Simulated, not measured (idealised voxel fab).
Presented below is a process module, voxel self aligned contacts.
We display cut, a cross-section 245 nm in width whose square cells are each 5 nm.
How to read a cross-section here: the picture is a grid of square cells, written as bands going from the top down, and any band can span one or more rows of cells. Each band's line starts with the height of the band's top and of its bottom, in nm. Then come its materials from left to right, each with its width in nm. One material with "full width" fills the band from edge to edge. "empty" is empty space. We count height from 0. Below that, the starting wafer is all one material. The lowest band never ends at the bottom but goes on down; see "0 down" for how that is written. A width given as "30 to 40" starts at the first number in the band's top row and ends at the second number in its bottom row, shifting by an equal amount at every step from row to row. No cell of the cross-section changed in a step that is given as "identical to before". "Sealed void inventory" lists enclosed empty spaces (at least 8 cells, no open path upward to the top), each as width x height at distance from the left edge, in nm. On a step's line, text after the settings is the simulator commenting on that step. Regarding "overlay nm": on a step with a mask, it is the distance the mask lay to the right of its planned place; a negative value places it to the left. Layout of what follows: cross-section pairs, each bracketing one process step, the after cross-section shown only to the lowest band that changed, the step between and its settings noted under each pair. Pairs may originate in different runs of this module on the same starting wafer; a pair continues from the pair above only where its entry headed "Pre-processing view" says so.

Pre-processing view:
  60 to 55 | TiN=120, empty=5, TiN=120
  55 to 30 | SiO2=50, SiN=65, TiN=5, empty=5, TiN=5, SiN=65, SiO2=50
  30 to 10 | SiO2=50, SiN=15, polySi=35, SiN=15, TiN=5, empty=5, TiN=5, SiN=15, polySi=35, SiN=15, SiO2=50
  10 to 5 | SiO2=50, SiN=15, polySi=35, SiN=15, TiN=15, SiN=15, polySi=35, SiN=15, SiO2=50
  5 to 0 | SiN=65, polySi=35, SiN=45, polySi=35, SiN=65
  0 to -5 | SiO2 full width
  -5 down | Si full width
  Sealed void inventory: none

After the Step:
  65 to 60 | Ru full width
  60 to 55 | TiN=120, Ru=5, TiN=120
  55 to 30 | SiO2=50, SiN=65, TiN=5, Ru=5, TiN=5, SiN=65, SiO2=50
  30 to 10 | SiO2=50, SiN=15, polySi=35, SiN=15, TiN=5, Ru=5, TiN=5, SiN=15, polySi=35, SiN=15, SiO2=50
  Rest of section, below 10: as before.
  Sealed void inventory: none
The step occurring between the two cross-sections depicted above is identified as FILL_DEP with material Ru, thk nm 5

Pre-processing view: Reference is made to the cross-section shown after the step in the pair directly above, which represents the state prior to this step.

After the Step:
  55 to 30 | SiO2=50, SiN=65, TiN=5, Ru=5, TiN=5, SiN=65, SiO2=50
  Rest of section, below 30: as before.
  Sealed void inventory: none
The step occurring between the two cross-sections depicted above is identified as CMP with height nm 55

Pre-processing view: Reference is made to the cross-section shown after the step in the pair directly above, which represents the state prior to this step.

After the Step:
  60 to 55 | SiN full width
  Rest of section, below 55: as before.
  Sealed void inventory: none
The step occurring between the two cross-sections depicted above is identified as CONFORMAL_DEP with material SiN, thk nm 5

Pre-processing view:
  60 to 50 | aC full width
  50 to 30 | SiN full width
  30 to 0 | polySi full width
  0 to -5 | SiO2 full width
  -5 down | Si full width
  Sealed void inventory: none

After the Step:
  90 to 60 | empty=65, resist=40, empty=40, resist=40, empty=60
  Rest of section, below 60: as before.
  Sealed void inventory: none
The step occurring between the two cross-sections depicted above is identified as PATTERN with tone cover, mask id GATE, material resist, width nm 40, pitch nm 80, thk nm 30, overlay nm 0

Pre-processing view: Reference is made to the cross-section shown after the step in the pair directly above, which represents the state prior to this step.

After the Step:
  80 to 60 | empty=65, resist=40, empty=40, resist=40, empty=60
  60 to 50 | empty=65, aC=40, empty=40, aC=40, empty=60
  Rest of section, below 50: as before.
  Sealed void inventory: none
The step occurring between the two cross-sections depicted above is identified as DIRECTIONAL_ETCH with etch materials aC, depth nm 10

Pre-processing view: Reference is made to the cross-section shown after the step in the pair directly above, which represents the state prior to this step.

After the Step:
  60 to 50 | empty=65, aC=40, empty=40, aC=40, empty=60
  Rest of section, below 50: as before.
  Sealed void inventory: none
The step occurring between the two cross-sections depicted above is identified as STRIP with etch materials resist

Pre-processing view: Reference is made to the cross-section shown after the step in the pair directly above, which represents the state prior to this step.

After the Step:
  60 to 50 | empty=65, aC=40, empty=40, aC=40, empty=60
  50 to 30 | empty=65, SiN=40, empty=40, SiN=40, empty=60
  Rest of section, below 30: as before.
  Sealed void inventory: none
The step occurring between the two cross-sections depicted above is identified as DIRECTIONAL_ETCH with etch materials SiN, depth nm 20

Pre-processing view: Reference is made to the cross-section shown after the step in the pair directly above, which represents the state prior to this step.

After the Step:
  60 to 50 | empty=65, aC=40, empty=40, aC=40, empty=60
  50 to 30 | empty=65, SiN=40, empty=40, SiN=40, empty=60
  30 to 0 | empty=65, polySi=40, empty=40, polySi=40, empty=60
  Rest of section, below 0: as before.
  Sealed void inventory: none
The step occurring between the two cross-sections depicted above is identified as DIRECTIONAL_ETCH with etch materials polySi, depth nm 30

Pre-processing view: Reference is made to the cross-section shown after the step in the pair directly above, which represents the state prior to this step.

After the Step:
  50 to 30 | empty=65, SiN=40, empty=40, SiN=40, empty=60
  Rest of section, below 30: as before.
  Sealed void inventory: none
The step occurring between the two cross-sections depicted above is identified as STRIP with etch materials aC

Pre-processing view: Reference is made to the cross-section shown after the step in the pair directly above, which represents the state prior to this step.

After the Step:
  60 to 30 | empty=55, SiN=60, empty=20, SiN=60, empty=50
  30 to 10 | empty=55, SiN=10, polySi=40, SiN=10, empty=20, SiN=10, polySi=40, SiN=10, empty=50
  10 to 0 | SiN=65, polySi=40, SiN=40, polySi=40, SiN=60
  Rest of section, below 0: as before.
  Sealed void inventory: none
The step occurring between the two cross-sections depicted above is identified as CONFORMAL_DEP with material SiN, thk nm 10

Pre-processing view: Reference is made to the cross-section shown after the step in the pair directly above, which represents the state prior to this step.

After the Step:
  50 to 30 | empty=55, SiN=60, empty=20, SiN=60, empty=50
  30 to 0 | empty=55, SiN=10, polySi=40, SiN=10, empty=20, SiN=10, polySi=40, SiN=10, empty=50
  Rest of section, below 0: as before.
  Sealed void inventory: none
The step occurring between the two cross-sections depicted above is identified as DIRECTIONAL_ETCH with etch materials SiN, depth nm 10

Pre-processing view: Reference is made to the cross-section shown after the step in the pair directly above, which represents the state prior to this step.

After the Step:
  60 to 50 | SiO2 full width
  50 to 30 | SiO2=55, SiN=60, SiO2=20, SiN=60, SiO2=50
  30 to 0 | SiO2=55, SiN=10, polySi=40, SiN=10, SiO2=20, SiN=10, polySi=40, SiN=10, SiO2=50
  Rest of section, below 0: as before.
  Sealed void inventory: none
The step occurring between the two cross-sections depicted above is identified as FILL_DEP with material SiO2, thk nm 10

Pre-processing view: Reference is made to the cross-section shown after the step in the pair directly above, which represents the state prior to this step.

After the Step:
  55 to 50 | SiO2 full width
  Rest of section, below 50: as before.
  Sealed void inventory: none
The step occurring between the two cross-sections depicted above is identified as CMP with height nm 55

Pre-processing view: Reference is made to the cross-section shown after the step in the pair directly above, which represents the state prior to this step.

After the Step:
  55 to 50 | SiO2=95, empty=55, SiO2=95
  50 to 30 | SiO2=55, SiN=60, empty=20, SiN=60, SiO2=50
  30 to 0 | SiO2=55, SiN=10, polySi=40, SiN=10, empty=20, SiN=10, polySi=40, SiN=10, SiO2=50
  0 to -5 | SiO2=115, empty=20, SiO2=110
  Rest of section, below -5: as before.
  Sealed void inventory: none
The step occurring between the two cross-sections depicted above is identified as MASKED_ETCH with tone open, mask id CONTACT, width nm 55, etch materials SiO2, depth nm 60, overlay nm 0

Pre-processing view: Reference is made to the cross-section shown after the step in the pair directly above, which represents the state prior to this step.

After the Step:
  60 to 55 | TiN=100, empty=45, TiN=100
  55 to 50 | SiO2=95, TiN=25, empty=10, TiN=20, SiO2=95
  50 to 30 | SiO2=55, SiN=60, TiN=5, empty=10, TiN=5, SiN=60, SiO2=50
  30 to 0 | SiO2=55, SiN=10, polySi=40, SiN=10, TiN=5, empty=10, TiN=5, SiN=10, polySi=40, SiN=10, SiO2=50
  0 to -5 | SiO2=115, TiN=20, SiO2=110
  Rest of section, below -5: as before.
  Sealed void inventory: none
The step occurring between the two cross-sections depicted above is identified as CONFORMAL_DEP with material TiN, thk nm 5

Pre-processing view: Reference is made to the cross-section shown after the step in the pair directly above, which represents the state prior to this step.

After the Step:
  65 to 60 | Ru full width
  60 to 55 | TiN=100, Ru=45, TiN=100
  55 to 50 | SiO2=95, TiN=25, Ru=10, TiN=20, SiO2=95
  50 to 30 | SiO2=55, SiN=60, TiN=5, Ru=10, TiN=5, SiN=60, SiO2=50
  30 to 0 | SiO2=55, SiN=10, polySi=40, SiN=10, TiN=5, Ru=10, TiN=5, SiN=10, polySi=40, SiN=10, SiO2=50
  Rest of section, below 0: as before.
  Sealed void inventory: none
The step occurring between the two cross-sections depicted above is identified as FILL_DEP with material Ru, thk nm 5

Pre-processing view: Reference is made to the cross-section shown after the step in the pair directly above, which represents the state prior to this step.

After the Step:
  55 to 50 | SiO2=95, TiN=25, Ru=10, TiN=20, SiO2=95
  Rest of section, below 50: as before.
  Sealed void inventory: none
The step occurring between the two cross-sections depicted above is identified as CMP with height nm 55

Pre-processing view: Reference is made to the cross-section shown after the step in the pair directly above, which represents the state prior to this step.

After the Step:
  60 to 55 | SiN full width
  Rest of section, below 55: as before.
  Sealed void inventory: none
The step occurring between the two cross-sections depicted above is identified as CONFORMAL_DEP with material SiN, thk nm 5

Pre-processing view:
  60 to 50 | aC full width
  50 to 30 | SiN full width
  30 to 0 | polySi full width
  0 to -5 | SiO2 full width
  -5 down | Si full width
  Sealed void inventory: none

After the Step:
  90 to 60 | empty=60, resist=35, empty=45, resist=35, empty=70
  Rest of section, below 60: as before.
  Sealed void inventory: none
The step occurring between the two cross-sections depicted above is identified as PATTERN with tone cover, mask id GATE, material resist, width nm 35, pitch nm 80, thk nm 30, overlay nm -5

Pre-processing view: Reference is made to the cross-section shown after the step in the pair directly above, which represents the state prior to this step.

After the Step:
  80 to 60 | empty=60, resist=35, empty=45, resist=35, empty=70
  60 to 50 | empty=60, aC=35, empty=45, aC=35, empty=70
  Rest of section, below 50: as before.
  Sealed void inventory: none
The step occurring between the two cross-sections depicted above is identified as DIRECTIONAL_ETCH with etch materials aC, depth nm 10

Pre-processing view: Reference is made to the cross-section shown after the step in the pair directly above, which represents the state prior to this step.

After the Step:
  60 to 50 | empty=60, aC=35, empty=45, aC=35, empty=70
  Rest of section, below 50: as before.
  Sealed void inventory: none
The step occurring between the two cross-sections depicted above is identified as STRIP with etch materials resist

Pre-processing view: Reference is made to the cross-section shown after the step in the pair directly above, which represents the state prior to this step.

After the Step:
  60 to 50 | empty=60, aC=35, empty=45, aC=35, empty=70
  50 to 30 | empty=60, SiN=35, empty=45, SiN=35, empty=70
  Rest of section, below 30: as before.
  Sealed void inventory: none
The step occurring between the two cross-sections depicted above is identified as DIRECTIONAL_ETCH with etch materials SiN, depth nm 20

Pre-processing view: Reference is made to the cross-section shown after the step in the pair directly above, which represents the state prior to this step.

After the Step:
  60 to 50 | empty=60, aC=35, empty=45, aC=35, empty=70
  50 to 30 | empty=60, SiN=35, empty=45, SiN=35, empty=70
  30 to 0 | empty=60, polySi=35, empty=45, polySi=35, empty=70
  Rest of section, below 0: as before.
  Sealed void inventory: none
The step occurring between the two cross-sections depicted above is identified as DIRECTIONAL_ETCH with etch materials polySi, depth nm 30

Pre-processing view: Reference is made to the cross-section shown after the step in the pair directly above, which represents the state prior to this step.

After the Step:
  50 to 30 | empty=60, SiN=35, empty=45, SiN=35, empty=70
  Rest of section, below 30: as before.
  Sealed void inventory: none
The step occurring between the two cross-sections depicted above is identified as STRIP with etch materials aC

Pre-processing view: Reference is made to the cross-section shown after the step in the pair directly above, which represents the state prior to this step.

After the Step:
  60 to 30 | empty=50, SiN=55, empty=25, SiN=55, empty=60
  30 to 10 | empty=50, SiN=10, polySi=35, SiN=10, empty=25, SiN=10, polySi=35, SiN=10, empty=60
  10 to 0 | SiN=60, polySi=35, SiN=45, polySi=35, SiN=70
  Rest of section, below 0: as before.
  Sealed void inventory: none
The step occurring between the two cross-sections depicted above is identified as CONFORMAL_DEP with material SiN, thk nm 10

Pre-processing view: Reference is made to the cross-section shown after the step in the pair directly above, which represents the state prior to this step.

After the Step:
  50 to 30 | empty=50, SiN=55, empty=25, SiN=55, empty=60
  30 to 0 | empty=50, SiN=10, polySi=35, SiN=10, empty=25, SiN=10, polySi=35, SiN=10, empty=60
  Rest of section, below 0: as before.
  Sealed void inventory: none
The step occurring between the two cross-sections depicted above is identified as DIRECTIONAL_ETCH with etch materials SiN, depth nm 10

Pre-processing view: Reference is made to the cross-section shown after the step in the pair directly above, which represents the state prior to this step.

After the Step:
  60 to 50 | SiO2 full width
  50 to 30 | SiO2=50, SiN=55, SiO2=25, SiN=55, SiO2=60
  30 to 0 | SiO2=50, SiN=10, polySi=35, SiN=10, SiO2=25, SiN=10, polySi=35, SiN=10, SiO2=60
  Rest of section, below 0: as before.
  Sealed void inventory: none
The step occurring between the two cross-sections depicted above is identified as FILL_DEP with material SiO2, thk nm 10

Pre-processing view: Reference is made to the cross-section shown after the step in the pair directly above, which represents the state prior to this step.

After the Step:
  55 to 50 | SiO2 full width
  Rest of section, below 50: as before.
  Sealed void inventory: none
The step occurring between the two cross-sections depicted above is identified as CMP with height nm 55

Pre-processing view: Reference is made to the cross-section shown after the step in the pair directly above, which represents the state prior to this step.

After the Step:
  55 to 50 | SiO2=95, empty=55, SiO2=95
  50 to 30 | SiO2=50, SiN=55, empty=25, SiN=55, SiO2=60
  30 to 0 | SiO2=50, SiN=10, polySi=35, SiN=10, empty=25, SiN=10, polySi=35, SiN=10, SiO2=60
  0 to -5 | SiO2=105, empty=25, SiO2=115
  Rest of section, below -5: as before.
  Sealed void inventory: none
The step occurring between the two cross-sections depicted above is identified as MASKED_ETCH with tone open, mask id CONTACT, width nm 55, etch materials SiO2, depth nm 60, overlay nm 0

Pre-processing view: Reference is made to the cross-section shown after the step in the pair directly above, which represents the state prior to this step.

After the Step:
  60 to 55 | TiN=100, empty=45, TiN=100
  55 to 50 | SiO2=95, TiN=15, empty=15, TiN=25, SiO2=95
  50 to 30 | SiO2=50, SiN=55, TiN=5, empty=15, TiN=5, SiN=55, SiO2=60
  30 to 0 | SiO2=50, SiN=10, polySi=35, SiN=10, TiN=5, empty=15, TiN=5, SiN=10, polySi=35, SiN=10, SiO2=60
  0 to -5 | SiO2=105, TiN=25, SiO2=115
  Rest of section, below -5: as before.
  Sealed void inventory: none
The step occurring between the two cross-sections depicted above is identified as CONFORMAL_DEP with material TiN, thk nm 5

Pre-processing view: Reference is made to the cross-section shown after the step in the pair directly above, which represents the state prior to this step.

After the Step:
  65 to 60 | Ru full width
  60 to 55 | TiN=100, Ru=45, TiN=100
  55 to 50 | SiO2=95, TiN=15, Ru=15, TiN=25, SiO2=95
  50 to 30 | SiO2=50, SiN=55, TiN=5, Ru=15, TiN=5, SiN=55, SiO2=60
  30 to 0 | SiO2=50, SiN=10, polySi=35, SiN=10, TiN=5, Ru=15, TiN=5, SiN=10, polySi=35, SiN=10, SiO2=60
  Rest of section, below 0: as before.
  Sealed void inventory: none
The step occurring between the two cross-sections depicted above is identified as FILL_DEP with material Ru, thk nm 5

Pre-processing view: Reference is made to the cross-section shown after the step in the pair directly above, which represents the state prior to this step.

After the Step:
  55 to 50 | SiO2=95, TiN=15, Ru=15, TiN=25, SiO2=95
  Rest of section, below 50: as before.
  Sealed void inventory: none
The step occurring between the two cross-sections depicted above is identified as CMP with height nm 55

Pre-processing view: Reference is made to the cross-section shown after the step in the pair directly above, which represents the state prior to this step.

After the Step:
  60 to 55 | SiN full width
  Rest of section, below 55: as before.
  Sealed void inventory: none
The step occurring between the two cross-sections depicted above is identified as CONFORMAL_DEP with material SiN, thk nm 5

Pre-processing view:
  60 to 55 | TiN=100, empty=45, TiN=100
  55 to 50 | SiO2=95, TiN=20, empty=15, TiN=20, SiO2=95
  50 to 30 | SiO2=55, SiN=55, TiN=5, empty=15, TiN=5, SiN=55, SiO2=55
  30 to 0 | SiO2=55, SiN=10, polySi=35, SiN=10, TiN=5, empty=15, TiN=5, SiN=10, polySi=35, SiN=10, SiO2=55
  0 to -5 | SiO2=110, TiN=25, SiO2=110
  -5 down | Si full width
  Sealed void inventory: none

After the Step:
  65 to 60 | aC full width
  60 to 55 | TiN=100, aC=45, TiN=100
  55 to 50 | SiO2=95, TiN=20, aC=15, TiN=20, SiO2=95
  50 to 30 | SiO2=55, SiN=55, TiN=5, aC=15, TiN=5, SiN=55, SiO2=55
  30 to 0 | SiO2=55, SiN=10, polySi=35, SiN=10, TiN=5, aC=15, TiN=5, SiN=10, polySi=35, SiN=10, SiO2=55
  Rest of section, below 0: as before.
  Sealed void inventory: none
The step occurring between the two cross-sections depicted above is identified as FILL_DEP with material aC, thk nm 5

Pre-processing view: Reference is made to the cross-section shown after the step in the pair directly above, which represents the state prior to this step.

After the Step:
  55 to 50 | SiO2=95, TiN=20, aC=15, TiN=20, SiO2=95
  Rest of section, below 50: as before.
  Sealed void inventory: none
The step occurring between the two cross-sections depicted above is identified as CMP with height nm 55

Pre-processing view: Reference is made to the cross-section shown after the step in the pair directly above, which represents the state prior to this step.

After the Step:
  60 to 55 | SiN full width
  Rest of section, below 55: as before.
  Sealed void inventory: none
The step occurring between the two cross-sections depicted above is identified as CONFORMAL_DEP with material SiN, thk nm 5

Pre-processing view:
  60 to 50 | aC full width
  50 to 30 | SiN full width
  30 to 0 | polySi full width
  0 to -5 | SiO2 full width
  -5 down | Si full width
  Sealed void inventory: none

After the Step:
  90 to 60 | resist=65, empty=35, resist=45, empty=35, resist=65
  Rest of section, below 60: as before.
  Sealed void inventory: none
The step occurring between the two cross-sections depicted above is identified as PATTERN with tone open, mask id GATE, material resist, width nm 35, pitch nm 80, thk nm 30, overlay nm 0

Pre-processing view: Reference is made to the cross-section shown after the step in the pair directly above, which represents the state prior to this step.

After the Step:
  80 to 60 | resist=65, empty=35, resist=45, empty=35, resist=65
  60 to 50 | aC=65, empty=35, aC=45, empty=35, aC=65
  Rest of section, below 50: as before.
  Sealed void inventory: none
The step occurring between the two cross-sections depicted above is identified as DIRECTIONAL_ETCH with etch materials aC, depth nm 10

Pre-processing view: Reference is made to the cross-section shown after the step in the pair directly above, which represents the state prior to this step.

After the Step:
  60 to 50 | aC=65, empty=35, aC=45, empty=35, aC=65
  Rest of section, below 50: as before.
  Sealed void inventory: none
The step occurring between the two cross-sections depicted above is identified as STRIP with etch materials resist

Pre-processing view: Reference is made to the cross-section shown after the step in the pair directly above, which represents the state prior to this step.

After the Step:
  60 to 50 | aC=65, empty=35, aC=45, empty=35, aC=65
  50 to 30 | SiN=65, empty=35, SiN=45, empty=35, SiN=65
  Rest of section, below 30: as before.
  Sealed void inventory: none
The step occurring between the two cross-sections depicted above is identified as DIRECTIONAL_ETCH with etch materials SiN, depth nm 20

Pre-processing view: Reference is made to the cross-section shown after the step in the pair directly above, which represents the state prior to this step.

After the Step:
  60 to 50 | aC=65, empty=35, aC=45, empty=35, aC=65
  50 to 30 | SiN=65, empty=35, SiN=45, empty=35, SiN=65
  30 to 0 | polySi=65, empty=35, polySi=45, empty=35, polySi=65
  Rest of section, below 0: as before.
  Sealed void inventory: none
The step occurring between the two cross-sections depicted above is identified as DIRECTIONAL_ETCH with etch materials polySi, depth nm 30

Pre-processing view: Reference is made to the cross-section shown after the step in the pair directly above, which represents the state prior to this step.

After the Step:
  50 to 30 | SiN=65, empty=35, SiN=45, empty=35, SiN=65
  Rest of section, below 30: as before.
  Sealed void inventory: none
The step occurring between the two cross-sections depicted above is identified as STRIP with etch materials aC

Pre-processing view: Reference is made to the cross-section shown after the step in the pair directly above, which represents the state prior to this step.

After the Step:
  60 to 30 | SiN=75, empty=15, SiN=65, empty=15, SiN=75
  30 to 10 | polySi=65, SiN=10, empty=15, SiN=10, polySi=45, SiN=10, empty=15, SiN=10, polySi=65
  10 to 0 | polySi=65, SiN=35, polySi=45, SiN=35, polySi=65
  Rest of section, below 0: as before.
  Sealed void inventory: none
The step occurring between the two cross-sections depicted above is identified as CONFORMAL_DEP with material SiN, thk nm 10

Pre-processing view: Reference is made to the cross-section shown after the step in the pair directly above, which represents the state prior to this step.

After the Step:
  50 to 30 | SiN=75, empty=15, SiN=65, empty=15, SiN=75
  30 to 0 | polySi=65, SiN=10, empty=15, SiN=10, polySi=45, SiN=10, empty=15, SiN=10, polySi=65
  Rest of section, below 0: as before.
  Sealed void inventory: none
The step occurring between the two cross-sections depicted above is identified as DIRECTIONAL_ETCH with etch materials SiN, depth nm 10

Pre-processing view: Reference is made to the cross-section shown after the step in the pair directly above, which represents the state prior to this step.

After the Step:
  60 to 50 | SiO2 full width
  50 to 30 | SiN=75, SiO2=15, SiN=65, SiO2=15, SiN=75
  30 to 0 | polySi=65, SiN=10, SiO2=15, SiN=10, polySi=45, SiN=10, SiO2=15, SiN=10, polySi=65
  Rest of section, below 0: as before.
  Sealed void inventory: none
The step occurring between the two cross-sections depicted above is identified as FILL_DEP with material SiO2, thk nm 10

Pre-processing view: Reference is made to the cross-section shown after the step in the pair directly above, which represents the state prior to this step.

After the Step:
  55 to 50 | SiO2 full width
  Rest of section, below 50: as before.
  Sealed void inventory: none
The step occurring between the two cross-sections depicted above is identified as CMP with height nm 55

Pre-processing view: Reference is made to the cross-section shown after the step in the pair directly above, which represents the state prior to this step.

After the Step:
  55 to 50 | SiO2=95, empty=55, SiO2=95
  Rest of section, below 50: as before.
  Sealed void inventory: none
The step occurring between the two cross-sections depicted above is identified as MASKED_ETCH with tone open, mask id CONTACT, width nm 55, etch materials SiO2, depth nm 60, overlay nm 0

Pre-processing view: Reference is made to the cross-section shown after the step in the pair directly above, which represents the state prior to this step.

After the Step:
  60 to 55 | TiN=100, empty=45, TiN=100
  55 to 50 | SiO2=95, TiN=55, SiO2=95
  Rest of section, below 50: as before.
  Sealed void inventory: none
The step occurring between the two cross-sections depicted above is identified as CONFORMAL_DEP with material TiN, thk nm 5

Pre-processing view: Reference is made to the cross-section shown after the step in the pair directly above, which represents the state prior to this step.

After the Step:
  65 to 60 | Ru full width
  60 to 55 | TiN=100, Ru=45, TiN=100
  Rest of section, below 55: as before.
  Sealed void inventory: none
The step occurring between the two cross-sections depicted above is identified as FILL_DEP with material Ru, thk nm 5

Pre-processing view: Reference is made to the cross-section shown after the step in the pair directly above, which represents the state prior to this step.

After the Step:
  55 to 50 | SiO2=95, TiN=55, SiO2=95
  Rest of section, below 50: as before.
  Sealed void inventory: none
The step occurring between the two cross-sections depicted above is identified as CMP with height nm 55

Pre-processing view: Reference is made to the cross-section shown after the step in the pair directly above, which represents the state prior to this step.

After the Step:
  60 to 55 | SiN full width
  Rest of section, below 55: as before.
  Sealed void inventory: none
The step occurring between the two cross-sections depicted above is identified as CONFORMAL_DEP with material SiN, thk nm 5
